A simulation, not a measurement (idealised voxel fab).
process module | voxel wiring stack
cross-section cut | 300 nm wide | cells 5 nm
A cross-section is a grid of square cells, given in bands from the top down. A band is one or more rows of cells.
Each band's line starts with the height of the band's top and of its bottom, in nm. Then come its materials from left to right, each with its width in nm. One material with "throughout" fills the band from edge to edge. "air" is empty space.
Height 0 is the level under which the wafer as received is all one material. The lowest band goes on downwards, as in "0 down".
A width such as "30 to 40" changes by the same amount from each row of cells to the next, from the band's top row to its bottom row.
"no change" after a step means that no cell of the cross-section changed.
closed voids: empty space of 8 cells or more with no open way to the top, each as width x height at its distance from the left edge, in nm
after a step's settings: what the simulator itself notes on the step
overlay nm, on a step with a mask: how far to the right of its planned place the mask lay; to the left if negative
plan
1 op RECEIVE | material Si
2 op CONFORMAL_DEP | material SiO2 | thk nm 10
3 op DIRECTIONAL_DEP | material TiN | thk nm 5
4 op DIRECTIONAL_DEP | material W | thk nm 20
5 op PATTERN | tone cover | mask id METAL_1 | material resist | width nm 30 | pitch nm 60 | thk nm 20 | overlay nm 0
6 op DIRECTIONAL_ETCH | etch materials W | depth nm 20
7 op DIRECTIONAL_ETCH | etch materials TiN | depth nm 5
8 op STRIP | etch materials resist
9 op CONFORMAL_DEP | material SiN | thk nm 5
10 op FILL_DEP | material SiO2 | thk nm 5
11 op CMP | height nm 35
12 op CONFORMAL_DEP | material SiCN | thk nm 5
13 op DIRECTIONAL_DEP | material SiO2 | thk nm 30
14 op MASKED_ETCH | tone open | mask id METAL_2_HOLES | width nm 15 | pitch nm 60 | etch materials SiO2 | depth nm 30 | overlay nm -15
15 op PATTERN | tone open | mask id METAL_2 | material resist | width nm 30 | pitch nm 60 | thk nm 15 | overlay nm 0
16 op DIRECTIONAL_ETCH | etch materials SiO2 | depth nm 15
17 op DIRECTIONAL_ETCH | etch materials SiCN | depth nm 5
18 op STRIP | etch materials resist
19 op CONFORMAL_DEP | material TiN | thk nm 5
20 op FILL_DEP | material Cu | thk nm 10
21 op CMP | height nm 70
22 op CONFORMAL_DEP | material SiCN | thk nm 5
varied across the wafers: overlay nm of step 14. The plan shows the first wafer's value. All wafers start alike
first wafer as received, after step 1
  0 down: Si throughout
  closed voids: none
each wafer at the end: cells of each material gained (+) or lost (-) since it was received, then its closed voids
overlay nm -15 | +51 Cu | +120 SiCN | +66 SiN | +516 SiO2 | +75 TiN | +72 W | closed voids: none
overlay nm -10 | +45 Cu | +117 SiCN | +66 SiN | +525 SiO2 | +75 TiN | +72 W | closed voids: none
overlay nm -5 | +39 Cu | +114 SiCN | +66 SiN | +534 SiO2 | +75 TiN | +72 W | closed voids: none
overlay nm 0 | +36 Cu | +111 SiCN | +66 SiN | +543 SiO2 | +72 TiN | +72 W | closed voids: none
overlay nm 5 | +36 Cu | +111 SiCN | +66 SiN | +543 SiO2 | +72 TiN | +72 W | closed voids: none
overlay nm 10 | +36 Cu | +111 SiCN | +66 SiN | +543 SiO2 | +72 TiN | +72 W | closed voids: none
overlay nm 15 | +36 Cu | +111 SiCN | +66 SiN | +543 SiO2 | +72 TiN | +72 W | closed voids: none
